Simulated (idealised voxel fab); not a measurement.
The name of this process module is voxel local oxidation.
In the cross-section labelled cut, the width is 210 nm and each square cell is 5 nm.
Bands, listed from the top down, are how a cross-section gets written in this document; the cross-section itself is a grid of square cells, and a band is one or more rows of them. Each band's line starts with the height of the band's top and of its bottom, in nm. Then come its materials from left to right, each with its width in nm. One material with "everywhere" fills the band from edge to edge. "air" is empty space. Heads up on the height convention: 0 is the point under which the incoming wafer is all one material, and the lowest band has no bottom, it just keeps going down, like "0 nm and below". So if you see something like "30->40" for the width, read it as the top row of the band sitting at the first number and the bottom row at the second, with every row in between moving by the same amount as the last. It should be understood that the words "all unchanged", when stated for a given step, signify that the cross-section underwent no change in any of its cells during that step. Enclosed voids (no open way to top), threshold 8 cells or more, entry "Encapsulated voids", notation width x height at distance, distance from left edge, nm. Step line, after settings: the simulator's comment on this step. The optional step-line setting "overlay nm" applies to steps with a mask and quantifies how far to the right of its planned location the mask lay, a negative value indicating leftward placement.

# Steps planned for the process
1. RECEIVE with material Si
2. OXIDIZE with depth nm 5
3. CONFORMAL_DEP with material SiN, thk nm 15
4. MASKED_ETCH with tone cover, mask id ACTIVE, width nm 110, etch materials SiN, depth nm 15, overlay nm 0
5. SELECTIVE_ETCH with etch materials SiO2, depth nm 5
6. OXIDIZE with depth nm 15
7. STRIP with etch materials SiN

# First of two wafers - as planned

# As-received state of the wafer in cross-section, equivalent to post-step 1
    0 nm and below = Si everywhere
    Encapsulated voids: none

# Cross-section of the wafer after step 2
    0 nm to -5 nm = SiO2 everywhere
    below -5: unchanged

# Cross-section of the wafer after step 3
    15 nm to 0 nm = SiN everywhere
    below 0: unchanged

# Cross-section of the wafer after step 4
    15 nm to 0 nm = 50 of air; 110 of SiN; 50 of air
    below 0: unchanged

# Cross-section of the wafer after step 5
    15 nm to 0 nm = 50 of air; 110 of SiN; 50 of air
    0 nm to -5 nm = 55 of air; 100 of SiO2; 55 of air
    below -5: unchanged

# Cross-section of the wafer after step 6
    15 nm to 0 nm = 50 of air; 110 of SiN; 50 of air
    0 nm to -5 nm = 55 of air; 100 of SiO2; 55 of air
    -5 nm to -20 nm = 70 of SiO2; 70 of Si; 70 of SiO2
    below -20: unchanged

# Cross-section of the wafer after step 7
    0 nm to -5 nm = 55 of air; 100 of SiO2; 55 of air
    below -5: unchanged

# What follows concerns the second wafer, which started out like the first and was meant to follow the very same plan; one mistake crept in when it was run, but everything up to and including step 4 is the same as for the first wafer

# The second wafer cut through, at the time step 5 was supposed to be finished
    15 nm to 0 nm = 50 of air; 110 of SiN; 50 of air
    0 nm to -5 nm = 65 of air; 80 of SiO2; 65 of air
    below -5: unchanged

# The second wafer cut through, at the time step 6 was supposed to be finished
    15 nm to 0 nm = 50 of air; 110 of SiN; 50 of air
    0 nm to -5 nm = 65 of air; 80 of SiO2; 65 of air
    -5 nm to -20 nm = 80 of SiO2; 50 of Si; 80 of SiO2
    below -20: unchanged

# The second wafer cut through, at the time step 7 was supposed to be finished
    0 nm to -5 nm = 65 of air; 80 of SiO2; 65 of air
    below -5: unchanged
what went wrong: it should be noted that step 5 was executed with settings other than those planned, the operation and settings actually applied being SELECTIVE_ETCH with etch materials SiO2, depth nm 15
Heads up, by the end the second wafer has more or fewer cells of some materials compared to the first: Si: 12 fewer | SiO2: 8 more
